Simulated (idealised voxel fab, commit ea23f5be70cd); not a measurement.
A process module follows: voxel trench capacitor.
Displayed cross-section: cut, width of 160 nm, square cells sized 5 nm.
Reading order for cross-sections: top band down to bottom band. Underlying form: a grid of square cells. Band size: one or more rows of cells.
For a band, the entry starts with two heights in nm, that of the top and then that of the bottom, and carries on with the band's materials in order from left to right, each alongside its width in nm; the word "everywhere" beside a single material means it fills the band edge to edge, and "empty" means empty space.
Below 0: as-received wafer, all one material; heights counted from there. Lowest band: no bottom, goes on down, written "0 and below".
The expression "30->40" gives the width at the extremes of the band, the first number at its top row of cells and the second at its bottom row, with the width changing by equal amounts from each row to the next in between.
Key: "remains unaltered" - step with no changed cell in the cross-section.
"Trapped cavities" enumerates empty spaces isolated from the top, with no open way to it, that contain at least 8 cells, giving each as width x height at distance from the left edge, all three in nm.
It should be noted that, on the line of a given step, the content following the step's settings is a remark produced by the simulator itself with respect to that step.
Steps that use a mask can have "overlay nm" on their line. It says how far the mask sat to the right of where it was meant to be. Negative means to the left.

Below is the list of planned process steps:
- 1: RECEIVE [material Si]
- 2: CONFORMAL_DEP [material SiN] [thk nm 5]
- 3: DIRECTIONAL_DEP [material aC] [thk nm 15]
- 4: PATTERN [tone open] [mask id TRENCH] [material resist] [width nm 20] [pitch nm 40] [thk nm 35] [overlay nm 0]
- 5: DIRECTIONAL_ETCH [etch materials aC] [depth nm 15]
- 6: STRIP [etch materials resist]
- 7: DIRECTIONAL_ETCH [etch materials SiN] [depth nm 5]
- 8: DIRECTIONAL_ETCH [etch materials Si] [depth nm 30]
- 9: STRIP [etch materials aC]
- 10: CONFORMAL_DEP [material SiO2] [thk nm 5]
- 11: FILL_DEP [material polySi] [thk nm 10]
- 12: CMP [height nm 5]

Shown in cross-section is the wafer as received, that is, as it stands after step 1:
	0 and below  Si everywhere
	Trapped cavities: none

First of two wafers at the end of the module, shown in cross-section; run carried out as planned:
	5 down to 0  SiN 30 nm | SiO2 5 nm | polySi 10 nm | SiO2 5 nm | SiN 20 nm | SiO2 5 nm | polySi 10 nm | SiO2 5 nm | SiN 20 nm | SiO2 5 nm | polySi 10 nm | SiO2 5 nm | SiN 30 nm
	0 down to -25  Si 30 nm | SiO2 5 nm | polySi 10 nm | SiO2 5 nm | Si 20 nm | SiO2 5 nm | polySi 10 nm | SiO2 5 nm | Si 20 nm | SiO2 5 nm | polySi 10 nm | SiO2 5 nm | Si 30 nm
	-25 down to -30  Si 30 nm | SiO2 20 nm | Si 20 nm | SiO2 20 nm | Si 20 nm | SiO2 20 nm | Si 30 nm
	-30 and below  Si everywhere
	Trapped cavities: none

Cross-sectional view: second of two wafers, end of module; start and plan identical to the first, one mistake in running:
	20 down to 10  polySi everywhere
	10 down to 5  SiO2 35 nm | polySi 10 nm | SiO2 30 nm | polySi 10 nm | SiO2 30 nm | polySi 10 nm | SiO2 35 nm
	5 down to 0  SiN 30 nm | SiO2 5 nm | polySi 10 nm | SiO2 5 nm | SiN 20 nm | SiO2 5 nm | polySi 10 nm | SiO2 5 nm | SiN 20 nm | SiO2 5 nm | polySi 10 nm | SiO2 5 nm | SiN 30 nm
	0 down to -25  Si 30 nm | SiO2 5 nm | polySi 10 nm | SiO2 5 nm | Si 20 nm | SiO2 5 nm | polySi 10 nm | SiO2 5 nm | Si 20 nm | SiO2 5 nm | polySi 10 nm | SiO2 5 nm | Si 30 nm
	-25 down to -30  Si 30 nm | SiO2 20 nm | Si 20 nm | SiO2 20 nm | Si 20 nm | SiO2 20 nm | Si 30 nm
	-30 and below  Si everywhere
	Trapped cavities: none
The mistake made against the process plan was this: step 12 of the plan never got run, it was skipped over
Cell-count delta at end, second wafer over first, by material: 26 more of SiO2 | 70 more of polySi
